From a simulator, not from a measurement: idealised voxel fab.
Process module name: voxel plated lines
The width of the displayed cross-section, cut, is 175 nm; its cells are square, with a size of 5 nm.
Heads up, the way a cross-section reads in here is a grid of square cells, handed over as bands from the top down, with every band being one or more rows of cells.
Band entry format. Leading values: height of top, height of bottom, nm. Remainder: materials in left-to-right order, each with its width in nm. Special words: "everywhere" on a single material, which then fills the band edge to edge; "air", empty space.
It should be noted that heights are counted from 0, beneath which the wafer as supplied is of one material throughout, and that the lowest band possesses no lower boundary but continues downward, as written in "0..down".
When a width is written as two numbers, as in "30..40", the first number is the width in the top row of cells of the band and the second is the width in its bottom row, and the width changes by the same amount from each row to the next.
Any step labelled "no alterations made" changed none of the cells in the cross-section.
The entry "Internal closed voids" lists the empty spaces that cover at least 8 cells and have no open path to the top. Each is written as width x height at distance, where the distance is measured from the left edge and all three values are in nm.
Whatever follows a step's settings on its line is a remark the simulator itself makes about that step.
Regarding "overlay nm": on a step with a mask, it is the distance the mask lay to the right of its planned place; a negative value places it to the left.
The following list gives the planned process steps
1,RECEIVE,material Si
2,CONFORMAL_DEP,material SiO2,thk nm 5
3,DIRECTIONAL_DEP,material TiN,thk nm 5
4,PATTERN,tone open,mask id LINES,material resist,width nm 20,pitch nm 40,thk nm 40,overlay nm 0
5,EPI,material Ru,thk nm 5
6,EPI,material Ru,thk nm 5
7,EPI,material Ru,thk nm 10
8,STRIP,etch materials resist
9,DIRECTIONAL_ETCH,etch materials TiN,depth nm 5
10,CONFORMAL_DEP,material SiN,thk nm 10
First wafer of two (run as planned)
Cross-section, incoming material, after step 1
> 0..down  Si everywhere
> Internal closed voids: none
State of the wafer after step 2, shown in cross-section
> 5..0  SiO2 everywhere
> No changes below 0.
State of the wafer after step 3, shown in cross-section
> 10..5  TiN everywhere
> No changes below 5.
State of the wafer after step 4, shown in cross-section
> 50..10  35 nm resist / 20 nm air / 20 nm resist / 20 nm air / 20 nm resist / 20 nm air / 40 nm resist
> No changes below 10.
State of the wafer after step 5, shown in cross-section
> 50..15  35 nm resist / 20 nm air / 20 nm resist / 20 nm air / 20 nm resist / 20 nm air / 40 nm resist
> 15..10  35 nm resist / 20 nm Ru / 20 nm resist / 20 nm Ru / 20 nm resist / 20 nm Ru / 40 nm resist
> No changes below 10.
State of the wafer after step 6, shown in cross-section
> 50..20  35 nm resist / 20 nm air / 20 nm resist / 20 nm air / 20 nm resist / 20 nm air / 40 nm resist
> 20..10  35 nm resist / 20 nm Ru / 20 nm resist / 20 nm Ru / 20 nm resist / 20 nm Ru / 40 nm resist
> No changes below 10.
State of the wafer after step 7, shown in cross-section
> 50..30  35 nm resist / 20 nm air / 20 nm resist / 20 nm air / 20 nm resist / 20 nm air / 40 nm resist
> 30..10  35 nm resist / 20 nm Ru / 20 nm resist / 20 nm Ru / 20 nm resist / 20 nm Ru / 40 nm resist
> No changes below 10.
State of the wafer after step 8, shown in cross-section
> 30..10  35 nm air / 20 nm Ru / 20 nm air / 20 nm Ru / 20 nm air / 20 nm Ru / 40 nm air
> No changes below 10.
State of the wafer after step 9, shown in cross-section
> 30..10  35 nm air / 20 nm Ru / 20 nm air / 20 nm Ru / 20 nm air / 20 nm Ru / 40 nm air
> 10..5  35 nm air / 20 nm TiN / 20 nm air / 20 nm TiN / 20 nm air / 20 nm TiN / 40 nm air
> No changes below 5.
State of the wafer after step 10, shown in cross-section
> 40..30  25 nm air / 120 nm SiN / 30 nm air
> 30..15  25 nm air / 10 nm SiN / 20 nm Ru / 20 nm SiN / 20 nm Ru / 20 nm SiN / 20 nm Ru / 10 nm SiN / 30 nm air
> 15..10  35 nm SiN / 20 nm Ru / 20 nm SiN / 20 nm Ru / 20 nm SiN / 20 nm Ru / 40 nm SiN
> 10..5  35 nm SiN / 20 nm TiN / 20 nm SiN / 20 nm TiN / 20 nm SiN / 20 nm TiN / 40 nm SiN
> No changes below 5.
Regarding the second of the two wafers: it shared the first wafer's starting condition and process plan, yet one error occurred during its execution. Its history coincides with that of the first wafer up to and including step 1
X-section, second wafer, when step 2 was due to finish
> 5..0  TiN everywhere
> No changes below 0.
X-section, second wafer, when step 3 was due to finish
> 10..0  TiN everywhere
> No changes below 0.
X-section, second wafer, when step 4 was due to finish
> 50..10  35 nm resist / 20 nm air / 20 nm resist / 20 nm air / 20 nm resist / 20 nm air / 40 nm resist
> No changes below 10.
X-section, second wafer, when step 5 was due to finish
> 50..15  35 nm resist / 20 nm air / 20 nm resist / 20 nm air / 20 nm resist / 20 nm air / 40 nm resist
> 15..10  35 nm resist / 20 nm Ru / 20 nm resist / 20 nm Ru / 20 nm resist / 20 nm Ru / 40 nm resist
> No changes below 10.
X-section, second wafer, when step 6 was due to finish
> 50..20  35 nm resist / 20 nm air / 20 nm resist / 20 nm air / 20 nm resist / 20 nm air / 40 nm resist
> 20..10  35 nm resist / 20 nm Ru / 20 nm resist / 20 nm Ru / 20 nm resist / 20 nm Ru / 40 nm resist
> No changes below 10.
X-section, second wafer, when step 7 was due to finish
> 50..30  35 nm resist / 20 nm air / 20 nm resist / 20 nm air / 20 nm resist / 20 nm air / 40 nm resist
> 30..10  35 nm resist / 20 nm Ru / 20 nm resist / 20 nm Ru / 20 nm resist / 20 nm Ru / 40 nm resist
> No changes below 10.
X-section, second wafer, when step 8 was due to finish
> 30..10  35 nm air / 20 nm Ru / 20 nm air / 20 nm Ru / 20 nm air / 20 nm Ru / 40 nm air
> No changes below 10.
X-section, second wafer, when step 9 was due to finish
> 30..10  35 nm air / 20 nm Ru / 20 nm air / 20 nm Ru / 20 nm air / 20 nm Ru / 40 nm air
> 10..5  35 nm air / 20 nm TiN / 20 nm air / 20 nm TiN / 20 nm air / 20 nm TiN / 40 nm air
> No changes below 5.
X-section, second wafer, when step 10 was due to finish
> 40..30  25 nm air / 120 nm SiN / 30 nm air
> 30..15  25 nm air / 10 nm SiN / 20 nm Ru / 20 nm SiN / 20 nm Ru / 20 nm SiN / 20 nm Ru / 10 nm SiN / 30 nm air
> 15..10  35 nm SiN / 20 nm Ru / 20 nm SiN / 20 nm Ru / 20 nm SiN / 20 nm Ru / 40 nm SiN
> 10..5  35 nm SiN / 20 nm TiN / 20 nm SiN / 20 nm TiN / 20 nm SiN / 20 nm TiN / 40 nm SiN
> No changes below 5.
The mistake made against the process plan was this: contrary to plan, step 2 was performed as CONFORMAL_DEP,material TiN,thk nm 5
Count the cells at the end and the second wafer has more or fewer of some materials than the first: -35 SiO2, +35 TiN
